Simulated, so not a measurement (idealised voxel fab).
process module | voxel transistor to metal
Square cell edge 5 nm, section width 285 nm, ID cut.
A cross-section is written here as square cells arranged in a grid, and it is given in bands from the top down, each band taking up one or more rows of cells.
Quick guide to a band line: top height, bottom height (nm) up front; then every material left to right with its width in nm. Only one material and it's marked "all across"? Then it fills the band edge to edge. And "empty" just means empty space.
Heights are expressed relative to 0, this being the level below which the as-received wafer comprises one material exclusively. The lowest band is unbounded in the downward direction and is denoted as in "0 and below".
The notation "30..40" denotes a width that varies across the rows of cells in the band, beginning at the first number in the top row, finishing at the second number in the bottom row, and changing by an identical amount from each row to the next.
"nothing was modified" for a step: no cell of the cross-section changed in that step.
Each empty space that has no open way to the top and spans at least 8 cells appears under "Tabulated closed voids" as width x height at distance, the distance counted from the left edge, all in nm.
Post-settings text on a step line: simulator's own remark regarding the step.
overlay nm: how far to the right of its planned place the mask lay on this masked step (negative: to the left).
If you're wondering how to read the rest of this, here's the deal. It's pairs of cross-sections: one from before a process step, one from after it. The after one is only drawn as far down as the lowest band that changed. Right under each pair you'll see which step sits between them and what its settings were. Don't read the pairs as one continuous story, though. They can come from different runs of this module on the same starting wafer, and a pair only carries on from the one above it where its entry headed "Status before step" says so.
**Status before step**
* 130 down to 115  45 nm aC  15 nm empty  100 nm aC  15 nm empty  110 nm aC
* 115 down to 85  lowk all across
* 85 down to 80  SiCN all across
* 80 down to 65  45 nm lowk  5 nm TiN  5 nm W  5 nm TiN  50 nm lowk  5 nm TiN  5 nm W  5 nm TiN  35 nm lowk  5 nm TiN  5 nm W  5 nm TiN  50 nm lowk  5 nm TiN  5 nm W  5 nm TiN  45 nm lowk
* 65 down to 60  45 nm SiCN  15 nm TiN  50 nm SiCN  15 nm TiN  35 nm SiCN  15 nm TiN  50 nm SiCN  15 nm TiN  45 nm SiCN
* 60 down to 45  45 nm SiO2  5 nm TiN  5 nm Ru  5 nm TiN  50 nm SiO2  5 nm TiN  5 nm Ru  5 nm TiN  35 nm SiO2  5 nm TiN  5 nm Ru  5 nm TiN  50 nm SiO2  5 nm TiN  5 nm Ru  5 nm TiN  45 nm SiO2
* 45 down to 35  45 nm SiO2  5 nm TiN  5 nm Ru  5 nm TiN  10 nm SiO2  5 nm SiN  20 nm SiCN  5 nm SiN  10 nm SiO2  5 nm TiN  5 nm Ru  5 nm TiN  35 nm SiO2  5 nm TiN  5 nm Ru  5 nm TiN  10 nm SiO2  5 nm SiN  20 nm SiCN  5 nm SiN  10 nm SiO2  5 nm TiN  5 nm Ru  5 nm TiN  45 nm SiO2
* 35 down to 30  45 nm SiO2  5 nm TiN  5 nm Ru  5 nm TiN  5 nm SiO2  5 nm SiN  5 nm SiO2  20 nm SiCN  5 nm SiO2  5 nm SiN  5 nm SiO2  5 nm TiN  5 nm Ru  5 nm TiN  35 nm SiO2  5 nm TiN  5 nm Ru  5 nm TiN  5 nm SiO2  5 nm SiN  5 nm SiO2  20 nm SiCN  5 nm SiO2  5 nm SiN  5 nm SiO2  5 nm TiN  5 nm Ru  5 nm TiN  45 nm SiO2
* 30 down to 15  45 nm SiO2  5 nm TiN  5 nm Ru  5 nm TiN  5 nm SiO2  5 nm SiN  5 nm SiO2  20 nm polySi  5 nm SiO2  5 nm SiN  5 nm SiO2  5 nm TiN  5 nm Ru  5 nm TiN  35 nm SiO2  5 nm TiN  5 nm Ru  5 nm TiN  5 nm SiO2  5 nm SiN  5 nm SiO2  20 nm polySi  5 nm SiO2  5 nm SiN  5 nm SiO2  5 nm TiN  5 nm Ru  5 nm TiN  45 nm SiO2
* 15 down to 10  45 nm SiO2  15 nm TiN  5 nm SiO2  5 nm SiN  5 nm SiO2  20 nm polySi  5 nm SiO2  5 nm SiN  5 nm SiO2  15 nm TiN  35 nm SiO2  15 nm TiN  5 nm SiO2  5 nm SiN  5 nm SiO2  20 nm polySi  5 nm SiO2  5 nm SiN  5 nm SiO2  15 nm TiN  45 nm SiO2
* 10 down to 0  45 nm SiO2  5 nm TiN  15 nm SiGe  5 nm SiN  5 nm SiO2  20 nm polySi  5 nm SiO2  5 nm SiN  15 nm SiGe  5 nm TiN  35 nm SiO2  5 nm TiN  15 nm SiGe  5 nm SiN  5 nm SiO2  20 nm polySi  5 nm SiO2  5 nm SiN  15 nm SiGe  5 nm TiN  45 nm SiO2
* 0 down to -5  35 nm SiO2  30 nm SiGe  5 nm SiN  30 nm SiO2  5 nm SiN  30 nm SiGe  15 nm SiO2  30 nm SiGe  5 nm SiN  30 nm SiO2  5 nm SiN  30 nm SiGe  35 nm SiO2
* -5 down to -10  35 nm SiO2  5 nm SiN  25 nm SiGe  40 nm Si  25 nm SiGe  5 nm SiN  15 nm SiO2  5 nm SiN  25 nm SiGe  40 nm Si  25 nm SiGe  5 nm SiN  35 nm SiO2
* -10 down to -15  40 nm SiO2  25 nm SiGe  40 nm Si  25 nm SiGe  25 nm SiO2  25 nm SiGe  40 nm Si  25 nm SiGe  40 nm SiO2
* -15 down to -25  40 nm SiO2  90 nm Si  25 nm SiO2  90 nm Si  40 nm SiO2
* -25 and below  Si all across
* Tabulated closed voids: none
**Cut View, Post-Step**
* 130 down to 115  45 nm aC  15 nm empty  100 nm aC  15 nm empty  110 nm aC
* 115 down to 95  45 nm lowk  15 nm empty  100 nm lowk  15 nm empty  110 nm lowk
* Anything lower than 95 is untouched.
* Tabulated closed voids: none
What sits between those two cross-sections? DIRECTIONAL_ETCH | etch materials lowk | depth nm 20
Status before step: This step starts from the configuration shown after the step in the pair immediately above.
**Cut View, Post-Step**
* 115 down to 95  45 nm lowk  15 nm empty  100 nm lowk  15 nm empty  110 nm lowk
* Anything lower than 95 is untouched.
* Tabulated closed voids: none
What sits between those two cross-sections? STRIP | etch materials aC
Status before step: This step starts from the configuration shown after the step in the pair immediately above.
**Cut View, Post-Step**
* 135 down to 115  45 nm resist  15 nm empty  100 nm resist  15 nm empty  110 nm resist
* Anything lower than 115 is untouched.
* Tabulated closed voids: none
What sits between those two cross-sections? PATTERN | tone open | mask id METAL_2_HOLES | material resist | width nm 15 | pitch nm 115 | thk nm 20 | overlay nm 0
Status before step: This step starts from the configuration shown after the step in the pair immediately above.
**Cut View, Post-Step**
* 135 down to 115  45 nm resist  15 nm empty  100 nm resist  15 nm empty  110 nm resist
* 115 down to 85  45 nm lowk  15 nm empty  100 nm lowk  15 nm empty  110 nm lowk
* Anything lower than 85 is untouched.
* Tabulated closed voids: none
What sits between those two cross-sections? DIRECTIONAL_ETCH | etch materials lowk | depth nm 10
Status before step: This step starts from the configuration shown after the step in the pair immediately above.
**Cut View, Post-Step**
* 135 down to 115  45 nm resist  15 nm empty  100 nm resist  15 nm empty  110 nm resist
* 115 down to 85  45 nm lowk  15 nm empty  100 nm lowk  15 nm empty  110 nm lowk
* 85 down to 80  45 nm SiCN  15 nm empty  100 nm SiCN  15 nm empty  110 nm SiCN
* Anything lower than 80 is untouched.
* Tabulated closed voids: none
What sits between those two cross-sections? DIRECTIONAL_ETCH | etch materials SiCN | depth nm 5
Status before step: This step starts from the configuration shown after the step in the pair immediately above.
**Cut View, Post-Step**
* 115 down to 85  45 nm lowk  15 nm empty  100 nm lowk  15 nm empty  110 nm lowk
* Anything lower than 85 is untouched.
* Tabulated closed voids: none
What sits between those two cross-sections? STRIP | etch materials resist
Status before step: This step starts from the configuration shown after the step in the pair immediately above.
**Cut View, Post-Step**
* 120 down to 115  50 nm TiN  5 nm empty  110 nm TiN  5 nm empty  115 nm TiN
* 115 down to 85  45 nm lowk  5 nm TiN  5 nm empty  5 nm TiN  100 nm lowk  5 nm TiN  5 nm empty  5 nm TiN  110 nm lowk
* 85 down to 80  45 nm SiCN  15 nm TiN  100 nm SiCN  15 nm TiN  110 nm SiCN
* Anything lower than 80 is untouched.
* Tabulated closed voids: none
What sits between those two cross-sections? CONFORMAL_DEP | material TiN | thk nm 5
Status before step: This step starts from the configuration shown after the step in the pair immediately above.
**Cut View, Post-Step**
* 125 down to 120  Cu all across
* 120 down to 115  50 nm TiN  5 nm Cu  110 nm TiN  5 nm Cu  115 nm TiN
* 115 down to 85  45 nm lowk  5 nm TiN  5 nm Cu  5 nm TiN  100 nm lowk  5 nm TiN  5 nm Cu  5 nm TiN  110 nm lowk
* Anything lower than 85 is untouched.
* Tabulated closed voids: none
What sits between those two cross-sections? FILL_DEP | material Cu | thk nm 5
Status before step: This step starts from the configuration shown after the step in the pair immediately above.
**Cut View, Post-Step**
* 115 down to 85  45 nm lowk  5 nm TiN  5 nm Cu  5 nm TiN  100 nm lowk  5 nm TiN  5 nm Cu  5 nm TiN  110 nm lowk
* Anything lower than 85 is untouched.
* Tabulated closed voids: none
What sits between those two cross-sections? CMP | height nm 115
Status before step: This step starts from the configuration shown after the step in the pair immediately above.
**Cut View, Post-Step**
* 120 down to 115  SiN all across
* Anything lower than 115 is untouched.
* Tabulated closed voids: none
What sits between those two cross-sections? CONFORMAL_DEP | material SiN | thk nm 5
**Status before step**
* 25 down to 15  aC all across
* 15 down to 5  SiN all across
* 5 down to 0  SiO2 all across
* 0 and below  Si all across
* Tabulated closed voids: none
**Cut View, Post-Step**
* 50 down to 25  35 nm empty  100 nm resist  15 nm empty  100 nm resist  35 nm empty
* Anything lower than 25 is untouched.
* Tabulated closed voids: none
What sits between those two cross-sections? PATTERN | tone cover | mask id ACTIVE | material resist | width nm 100 | pitch nm 115 | thk nm 25 | overlay nm 0
Status before step: This step starts from the configuration shown after the step in the pair immediately above.
**Cut View, Post-Step**
* 40 down to 25  35 nm empty  100 nm resist  15 nm empty  100 nm resist  35 nm empty
* 25 down to 15  35 nm empty  100 nm aC  15 nm empty  100 nm aC  35 nm empty
* Anything lower than 15 is untouched.
* Tabulated closed voids: none
What sits between those two cross-sections? DIRECTIONAL_ETCH | etch materials aC | depth nm 10
Status before step: This step starts from the configuration shown after the step in the pair immediately above.
**Cut View, Post-Step**
* 25 down to 15  35 nm empty  100 nm aC  15 nm empty  100 nm aC  35 nm empty
* Anything lower than 15 is untouched.
* Tabulated closed voids: none
What sits between those two cross-sections? STRIP | etch materials resist
Status before step: This step starts from the configuration shown after the step in the pair immediately above.
**Cut View, Post-Step**
* 25 down to 15  35 nm empty  100 nm aC  15 nm empty  100 nm aC  35 nm empty
* 15 down to 5  35 nm empty  100 nm SiN  15 nm empty  100 nm SiN  35 nm empty
* Anything lower than 5 is untouched.
* Tabulated closed voids: none
What sits between those two cross-sections? DIRECTIONAL_ETCH | etch materials SiN | depth nm 10
Status before step: This step starts from the configuration shown after the step in the pair immediately above.
**Cut View, Post-Step**
* 25 down to 15  35 nm empty  100 nm aC  15 nm empty  100 nm aC  35 nm empty
* 15 down to 5  35 nm empty  100 nm SiN  15 nm empty  100 nm SiN  35 nm empty
* 5 down to 0  35 nm empty  100 nm SiO2  15 nm empty  100 nm SiO2  35 nm empty
* Anything lower than 0 is untouched.
* Tabulated closed voids: none
What sits between those two cross-sections? DIRECTIONAL_ETCH | etch materials SiO2 | depth nm 5
Status before step: This step starts from the configuration shown after the step in the pair immediately above.
**Cut View, Post-Step**
* 25 down to 15  35 nm empty  100 nm aC  15 nm empty  100 nm aC  35 nm empty
* 15 down to 5  35 nm empty  100 nm SiN  15 nm empty  100 nm SiN  35 nm empty
* 5 down to 0  35 nm empty  100 nm SiO2  15 nm empty  100 nm SiO2  35 nm empty
* 0 down to -25  35 nm empty  100 nm Si  15 nm empty  100 nm Si  35 nm empty
* Anything lower than -25 is untouched.
* Tabulated closed voids: none
What sits between those two cross-sections? DIRECTIONAL_ETCH | etch materials Si | depth nm 25
Status before step: This step starts from the configuration shown after the step in the pair immediately above.
**Cut View, Post-Step**
* 15 down to 5  35 nm empty  100 nm SiN  15 nm empty  100 nm SiN  35 nm empty
* Anything lower than 5 is untouched.
* Tabulated closed voids: none
What sits between those two cross-sections? STRIP | etch materials aC
Status before step: This step starts from the configuration shown after the step in the pair immediately above.
**Cut View, Post-Step**
* 25 down to 15  SiO2 all across
* 15 down to 5  35 nm SiO2  100 nm SiN  15 nm SiO2  100 nm SiN  35 nm SiO2
* 5 down to 0  SiO2 all across
* 0 down to -25  35 nm SiO2  100 nm Si  15 nm SiO2  100 nm Si  35 nm SiO2
* Anything lower than -25 is untouched.
* Tabulated closed voids: none
What sits between those two cross-sections? FILL_DEP | material SiO2 | thk nm 10
Status before step: This step starts from the configuration shown after the step in the pair immediately above.
**Cut View, Post-Step**
* 15 down to 5  35 nm SiO2  100 nm SiN  15 nm SiO2  100 nm SiN  35 nm SiO2
* Anything lower than 5 is untouched.
* Tabulated closed voids: none
What sits between those two cross-sections? CMP | height nm 15
Status before step: This step starts from the configuration shown after the step in the pair immediately above.
**Cut View, Post-Step**
* 15 down to 5  35 nm empty  100 nm SiN  15 nm empty  100 nm SiN  35 nm empty
* Anything lower than 5 is untouched.
* Tabulated closed voids: none
What sits between those two cross-sections? SELECTIVE_ETCH | etch materials SiO2 | depth nm 10
Status before step: This step starts from the configuration shown after the step in the pair immediately above.
**Cut View, Post-Step**
* 5 down to 0  SiO2 all across
* Anything lower than 0 is untouched.
* Tabulated closed voids: none
What sits between those two cross-sections? STRIP | etch materials SiN
Status before step: This step starts from the configuration shown after the step in the pair immediately above.
**Cut View, Post-Step**
* 0 down to -25  35 nm SiO2  100 nm Si  15 nm SiO2  100 nm Si  35 nm SiO2
* Anything lower than -25 is untouched.
* Tabulated closed voids: none
What sits between those two cross-sections? SELECTIVE_ETCH | etch materials SiO2 | depth nm 5
Status before step: This step starts from the configuration shown after the step in the pair immediately above.
**Cut View, Post-Step**
* 0 down to -5  SiO2 all across
* Anything lower than -5 is untouched.
* Tabulated closed voids: none
What sits between those two cross-sections? OXIDIZE | depth nm 5
Status before step: This step starts from the configuration shown after the step in the pair immediately above.
**Cut View, Post-Step**
* 30 down to 0  polySi all across
* Anything lower than 0 is untouched.
* Tabulated closed voids: none
What sits between those two cross-sections? DIRECTIONAL_DEP | material polySi | thk nm 30
Status before step: This step starts from the configuration shown after the step in the pair immediately above.
**Cut View, Post-Step**
* 45 down to 30  SiCN all across
* Anything lower than 30 is untouched.
* Tabulated closed voids: none
What sits between those two cross-sections? DIRECTIONAL_DEP | material SiCN | thk nm 15
Status before step: This step starts from the configuration shown after the step in the pair immediately above.
**Cut View, Post-Step**
* 65 down to 45  75 nm empty  20 nm resist  95 nm empty  20 nm resist  75 nm empty
* Anything lower than 45 is untouched.
* Tabulated closed voids: none
What sits between those two cross-sections? PATTERN | tone cover | mask id GATE | material resist | width nm 20 | pitch nm 115 | thk nm 20 | overlay nm 0
Status before step: This step starts from the configuration shown after the step in the pair immediately above.
**Cut View, Post-Step**
* 65 down to 45  75 nm empty  20 nm resist  95 nm empty  20 nm resist  75 nm empty
* 45 down to 30  75 nm empty  20 nm SiCN  95 nm empty  20 nm SiCN  75 nm empty
* Anything lower than 30 is untouched.
* Tabulated closed voids: none
What sits between those two cross-sections? DIRECTIONAL_ETCH | etch materials SiCN | depth nm 25
Status before step: This step starts from the configuration shown after the step in the pair immediately above.
**Cut View, Post-Step**
* 65 down to 45  75 nm empty  20 nm resist  95 nm empty  20 nm resist  75 nm empty
* 45 down to 30  75 nm empty  20 nm SiCN  95 nm empty  20 nm SiCN  75 nm empty
* 30 down to 0  75 nm empty  20 nm polySi  95 nm empty  20 nm polySi  75 nm empty
* Anything lower than 0 is untouched.
* Tabulated closed voids: none
What sits between those two cross-sections? DIRECTIONAL_ETCH | etch materials polySi | depth nm 40
Status before step: This step starts from the configuration shown after the step in the pair immediately above.
**Cut View, Post-Step**
* 45 down to 30  75 nm empty  20 nm SiCN  95 nm empty  20 nm SiCN  75 nm empty
* Anything lower than 30 is untouched.
* Tabulated closed voids: none
What sits between those two cross-sections? STRIP | etch materials resist
Status before step: This step starts from the configuration shown after the step in the pair immediately above.
**Cut View, Post-Step**
* 50 down to 45  70 nm empty  30 nm SiO2  85 nm empty  30 nm SiO2  70 nm empty
* 45 down to 30  70 nm empty  5 nm SiO2  20 nm SiCN  5 nm SiO2  85 nm empty  5 nm SiO2  20 nm SiCN  5 nm SiO2  70 nm empty
* 30 down to 5  70 nm empty  5 nm SiO2  20 nm polySi  5 nm SiO2  85 nm empty  5 nm SiO2  20 nm polySi  5 nm SiO2  70 nm empty
* 5 down to 0  75 nm SiO2  20 nm polySi  95 nm SiO2  20 nm polySi  75 nm SiO2
* Anything lower than 0 is untouched.
* Tabulated closed voids: none
What sits between those two cross-sections? CONFORMAL_DEP | material SiO2 | thk nm 5
Status before step: This step starts from the configuration shown after the step in the pair immediately above.
**Cut View, Post-Step**
* 45 down to 30  70 nm empty  5 nm SiO2  20 nm SiCN  5 nm SiO2  85 nm empty  5 nm SiO2  20 nm SiCN  5 nm SiO2  70 nm empty
* 30 down to 0  70 nm empty  5 nm SiO2  20 nm polySi  5 nm SiO2  85 nm empty  5 nm SiO2  20 nm polySi  5 nm SiO2  70 nm empty
* Anything lower than 0 is untouched.
* Tabulated closed voids: none
What sits between those two cross-sections? DIRECTIONAL_ETCH | etch materials SiO2 | depth nm 5
Status before step: This step starts from the configuration shown after the step in the pair immediately above.
**Cut View, Post-Step**
* 50 down to 45  65 nm empty  40 nm SiN  75 nm empty  40 nm SiN  65 nm empty
* 45 down to 30  65 nm empty  5 nm SiN  5 nm SiO2  20 nm SiCN  5 nm SiO2  5 nm SiN  75 nm empty  5 nm SiN  5 nm SiO2  20 nm SiCN  5 nm SiO2  5 nm SiN  65 nm empty
* 30 down to 5  65 nm empty  5 nm SiN  5 nm SiO2  20 nm polySi  5 nm SiO2  5 nm SiN  75 nm empty  5 nm SiN  5 nm SiO2  20 nm polySi  5 nm SiO2  5 nm SiN  65 nm empty
* 5 down to 0  70 nm SiN  5 nm SiO2  20 nm polySi  5 nm SiO2  85 nm SiN  5 nm SiO2  20 nm polySi  5 nm SiO2  70 nm SiN
* Anything lower than 0 is untouched.
* Tabulated closed voids: none
What sits between those two cross-sections? CONFORMAL_DEP | material SiN | thk nm 5
Status before step: This step starts from the configuration shown after the step in the pair immediately above.
**Cut View, Post-Step**
* 45 down to 30  65 nm empty  5 nm SiN  5 nm SiO2  20 nm SiCN  5 nm SiO2  5 nm SiN  75 nm empty  5 nm SiN  5 nm SiO2  20 nm SiCN  5 nm SiO2  5 nm SiN  65 nm empty
* 30 down to 0  65 nm empty  5 nm SiN  5 nm SiO2  20 nm polySi  5 nm SiO2  5 nm SiN  75 nm empty  5 nm SiN  5 nm SiO2  20 nm polySi  5 nm SiO2  5 nm SiN  65 nm empty
* Anything lower than 0 is untouched.
* Tabulated closed voids: none
What sits between those two cross-sections? DIRECTIONAL_ETCH | etch materials SiN | depth nm 5
Status before step: This step starts from the configuration shown after the step in the pair immediately above.
**Cut View, Post-Step**
* 45 down to 40  65 nm empty  5 nm SiN  5 nm empty  20 nm SiCN  5 nm empty  5 nm SiN  75 nm empty  5 nm SiN  5 nm empty  20 nm SiCN  5 nm empty  5 nm SiN  65 nm empty
* 40 down to 30  65 nm empty  5 nm SiN  5 nm SiO2  20 nm SiCN  5 nm SiO2  5 nm SiN  75 nm empty  5 nm SiN  5 nm SiO2  20 nm SiCN  5 nm SiO2  5 nm SiN  65 nm empty
* 30 down to 0  65 nm empty  5 nm SiN  5 nm SiO2  20 nm polySi  5 nm SiO2  5 nm SiN  75 nm empty  5 nm SiN  5 nm SiO2  20 nm polySi  5 nm SiO2  5 nm SiN  65 nm empty
* 0 down to -5  65 nm empty  40 nm SiO2  75 nm empty  40 nm SiO2  65 nm empty
* Anything lower than -5 is untouched.
* Tabulated closed voids: none
What sits between those two cross-sections? DIRECTIONAL_ETCH | etch materials SiO2 | depth nm 5
Status before step: This step starts from the configuration shown after the step in the pair immediately above.
**Cut View, Post-Step**
* 45 down to 40  65 nm empty  5 nm SiN  5 nm empty  20 nm SiCN  5 nm empty  5 nm SiN  75 nm empty  5 nm SiN  5 nm empty  20 nm SiCN  5 nm empty  5 nm SiN  65 nm empty
* 40 down to 30  65 nm empty  5 nm SiN  5 nm SiO2  20 nm SiCN  5 nm SiO2  5 nm SiN  75 nm empty  5 nm SiN  5 nm SiO2  20 nm SiCN  5 nm SiO2  5 nm SiN  65 nm empty
* 30 down to 0  65 nm empty  5 nm SiN  5 nm SiO2  20 nm polySi  5 nm SiO2  5 nm SiN  75 nm empty  5 nm SiN  5 nm SiO2  20 nm polySi  5 nm SiO2  5 nm SiN  65 nm empty
* 0 down to -5  65 nm empty  40 nm SiO2  75 nm empty  40 nm SiO2  65 nm empty
* -5 down to -15  35 nm SiO2  30 nm empty  40 nm Si  30 nm empty  15 nm SiO2  30 nm empty  40 nm Si  30 nm empty  35 nm SiO2
* Anything lower than -15 is untouched.
* Tabulated closed voids: none
What sits between those two cross-sections? DIRECTIONAL_ETCH | etch materials Si | depth nm 10
Status before step: This step starts from the configuration shown after the step in the pair immediately above.
**Cut View, Post-Step**
* 45 down to 40  65 nm empty  5 nm SiN  5 nm empty  20 nm SiCN  5 nm empty  5 nm SiN  75 nm empty  5 nm SiN  5 nm empty  20 nm SiCN  5 nm empty  5 nm SiN  65 nm empty
* 40 down to 30  65 nm empty  5 nm SiN  5 nm SiO2  20 nm SiCN  5 nm SiO2  5 nm SiN  75 nm empty  5 nm SiN  5 nm SiO2  20 nm SiCN  5 nm SiO2  5 nm SiN  65 nm empty
* 30 down to 10  65 nm empty  5 nm SiN  5 nm SiO2  20 nm polySi  5 nm SiO2  5 nm SiN  75 nm empty  5 nm SiN  5 nm SiO2  20 nm polySi  5 nm SiO2  5 nm SiN  65 nm empty
* 10 down to 0  50 nm empty  15 nm SiGe  5 nm SiN  5 nm SiO2  20 nm polySi  5 nm SiO2  5 nm SiN  15 nm SiGe  45 nm empty  15 nm SiGe  5 nm SiN  5 nm SiO2  20 nm polySi  5 nm SiO2  5 nm SiN  15 nm SiGe  50 nm empty
* 0 down to -5  30 nm empty  35 nm SiGe  40 nm SiO2  35 nm SiGe  5 nm empty  35 nm SiGe  40 nm SiO2  35 nm SiGe  30 nm empty
* -5 down to -15  35 nm SiO2  30 nm SiGe  40 nm Si  30 nm SiGe  15 nm SiO2  30 nm SiGe  40 nm Si  30 nm SiGe  35 nm SiO2
* Anything lower than -15 is untouched.
* Tabulated closed voids: none
What sits between those two cross-sections? EPI | material SiGe | thk nm 15
Status before step: This step starts from the configuration shown after the step in the pair immediately above.
**Cut View, Post-Step**
* 50 down to 45  SiO2 all across
* 45 down to 30  65 nm SiO2  5 nm SiN  5 nm SiO2  20 nm SiCN  5 nm SiO2  5 nm SiN  75 nm SiO2  5 nm SiN  5 nm SiO2  20 nm SiCN  5 nm SiO2  5 nm SiN  65 nm SiO2
* 30 down to 10  65 nm SiO2  5 nm SiN  5 nm SiO2  20 nm polySi  5 nm SiO2  5 nm SiN  75 nm SiO2  5 nm SiN  5 nm SiO2  20 nm polySi  5 nm SiO2  5 nm SiN  65 nm SiO2
* 10 down to 0  50 nm SiO2  15 nm SiGe  5 nm SiN  5 nm SiO2  20 nm polySi  5 nm SiO2  5 nm SiN  15 nm SiGe  45 nm SiO2  15 nm SiGe  5 nm SiN  5 nm SiO2  20 nm polySi  5 nm SiO2  5 nm SiN  15 nm SiGe  50 nm SiO2
* 0 down to -5  30 nm SiO2  35 nm SiGe  40 nm SiO2  35 nm SiGe  5 nm SiO2  35 nm SiGe  40 nm SiO2  35 nm SiGe  30 nm SiO2
* Anything lower than -5 is untouched.
* Tabulated closed voids: none
What sits between those two cross-sections? FILL_DEP | material SiO2 | thk nm 5
Status before step: This step starts from the configuration shown after the step in the pair immediately above.
**Cut View, Post-Step**
* 45 down to 30  65 nm SiO2  5 nm SiN  5 nm SiO2  20 nm SiCN  5 nm SiO2  5 nm SiN  75 nm SiO2  5 nm SiN  5 nm SiO2  20 nm SiCN  5 nm SiO2  5 nm SiN  65 nm SiO2
* Anything lower than 30 is untouched.
* Tabulated closed voids: none
What sits between those two cross-sections? CMP | height nm 45
Status before step: This step starts from the configuration shown after the step in the pair immediately above.
**Cut View, Post-Step**
* 60 down to 45  SiO2 all across
* Anything lower than 45 is untouched.
* Tabulated closed voids: none
What sits between those two cross-sections? DIRECTIONAL_DEP | material SiO2 | thk nm 15
Status before step: This step starts from the configuration shown after the step in the pair immediately above.
**Cut View, Post-Step**
* 80 down to 60  45 nm resist  15 nm empty  50 nm resist  15 nm empty  35 nm resist  15 nm empty  50 nm resist  15 nm empty  45 nm resist
* Anything lower than 60 is untouched.
* Tabulated closed voids: none
What sits between those two cross-sections? PATTERN | tone open | mask id CONTACT | material resist | width nm 15 | thk nm 20 | overlay nm 0
Status before step: This step starts from the configuration shown after the step in the pair immediately above.
**Cut View, Post-Step**
* 80 down to 60  45 nm resist  15 nm empty  50 nm resist  15 nm empty  35 nm resist  15 nm empty  50 nm resist  15 nm empty  45 nm resist
* 60 down to 45  45 nm SiO2  15 nm empty  50 nm SiO2  15 nm empty  35 nm SiO2  15 nm empty  50 nm SiO2  15 nm empty  45 nm SiO2
* 45 down to 30  45 nm SiO2  15 nm empty  5 nm SiO2  5 nm SiN  5 nm SiO2  20 nm SiCN  5 nm SiO2  5 nm SiN  5 nm SiO2  15 nm empty  35 nm SiO2  15 nm empty  5 nm SiO2  5 nm SiN  5 nm SiO2  20 nm SiCN  5 nm SiO2  5 nm SiN  5 nm SiO2  15 nm empty  45 nm SiO2
* 30 down to 10  45 nm SiO2  15 nm empty  5 nm SiO2  5 nm SiN  5 nm SiO2  20 nm polySi  5 nm SiO2  5 nm SiN  5 nm SiO2  15 nm empty  35 nm SiO2  15 nm empty  5 nm SiO2  5 nm SiN  5 nm SiO2  20 nm polySi  5 nm SiO2  5 nm SiN  5 nm SiO2  15 nm empty  45 nm SiO2
* 10 down to 0  45 nm SiO2  5 nm empty  15 nm SiGe  5 nm SiN  5 nm SiO2  20 nm polySi  5 nm SiO2  5 nm SiN  15 nm SiGe  5 nm empty  35 nm SiO2  5 nm empty  15 nm SiGe  5 nm SiN  5 nm SiO2  20 nm polySi  5 nm SiO2  5 nm SiN  15 nm SiGe  5 nm empty  45 nm SiO2
* Anything lower than 0 is untouched.
* Tabulated closed voids: none
What sits between those two cross-sections? DIRECTIONAL_ETCH | etch materials SiO2 | depth nm 60
Status before step: This step starts from the configuration shown after the step in the pair immediately above.
**Cut View, Post-Step**
* 60 down to 45  45 nm SiO2  15 nm empty  50 nm SiO2  15 nm empty  35 nm SiO2  15 nm empty  50 nm SiO2  15 nm empty  45 nm SiO2
* Anything lower than 45 is untouched.
* Tabulated closed voids: none
What sits between those two cross-sections? STRIP | etch materials resist
Status before step: This step starts from the configuration shown after the step in the pair immediately above.
**Cut View, Post-Step**
* 65 down to 60  50 nm TiN  5 nm empty  60 nm TiN  5 nm empty  45 nm TiN  5 nm empty  60 nm TiN  5 nm empty  50 nm TiN
* 60 down to 45  45 nm SiO2  5 nm TiN  5 nm empty  5 nm TiN  50 nm SiO2  5 nm TiN  5 nm empty  5 nm TiN  35 nm SiO2  5 nm TiN  5 nm empty  5 nm TiN  50 nm SiO2  5 nm TiN  5 nm empty  5 nm TiN  45 nm SiO2
* 45 down to 30  45 nm SiO2  5 nm TiN  5 nm empty  5 nm TiN  5 nm SiO2  5 nm SiN  5 nm SiO2  20 nm SiCN  5 nm SiO2  5 nm SiN  5 nm SiO2  5 nm TiN  5 nm empty  5 nm TiN  35 nm SiO2  5 nm TiN  5 nm empty  5 nm TiN  5 nm SiO2  5 nm SiN  5 nm SiO2  20 nm SiCN  5 nm SiO2  5 nm SiN  5 nm SiO2  5 nm TiN  5 nm empty  5 nm TiN  45 nm SiO2
* 30 down to 15  45 nm SiO2  5 nm TiN  5 nm empty  5 nm TiN  5 nm SiO2  5 nm SiN  5 nm SiO2  20 nm polySi  5 nm SiO2  5 nm SiN  5 nm SiO2  5 nm TiN  5 nm empty  5 nm TiN  35 nm SiO2  5 nm TiN  5 nm empty  5 nm TiN  5 nm SiO2  5 nm SiN  5 nm SiO2  20 nm polySi  5 nm SiO2  5 nm SiN  5 nm SiO2  5 nm TiN  5 nm empty  5 nm TiN  45 nm SiO2
* 15 down to 10  45 nm SiO2  15 nm TiN  5 nm SiO2  5 nm SiN  5 nm SiO2  20 nm polySi  5 nm SiO2  5 nm SiN  5 nm SiO2  15 nm TiN  35 nm SiO2  15 nm TiN  5 nm SiO2  5 nm SiN  5 nm SiO2  20 nm polySi  5 nm SiO2  5 nm SiN  5 nm SiO2  15 nm TiN  45 nm SiO2
* 10 down to 0  45 nm SiO2  5 nm TiN  15 nm SiGe  5 nm SiN  5 nm SiO2  20 nm polySi  5 nm SiO2  5 nm SiN  15 nm SiGe  5 nm TiN  35 nm SiO2  5 nm TiN  15 nm SiGe  5 nm SiN  5 nm SiO2  20 nm polySi  5 nm SiO2  5 nm SiN  15 nm SiGe  5 nm TiN  45 nm SiO2
* Anything lower than 0 is untouched.
* Tabulated closed voids: none
What sits between those two cross-sections? CONFORMAL_DEP | material TiN | thk nm 5
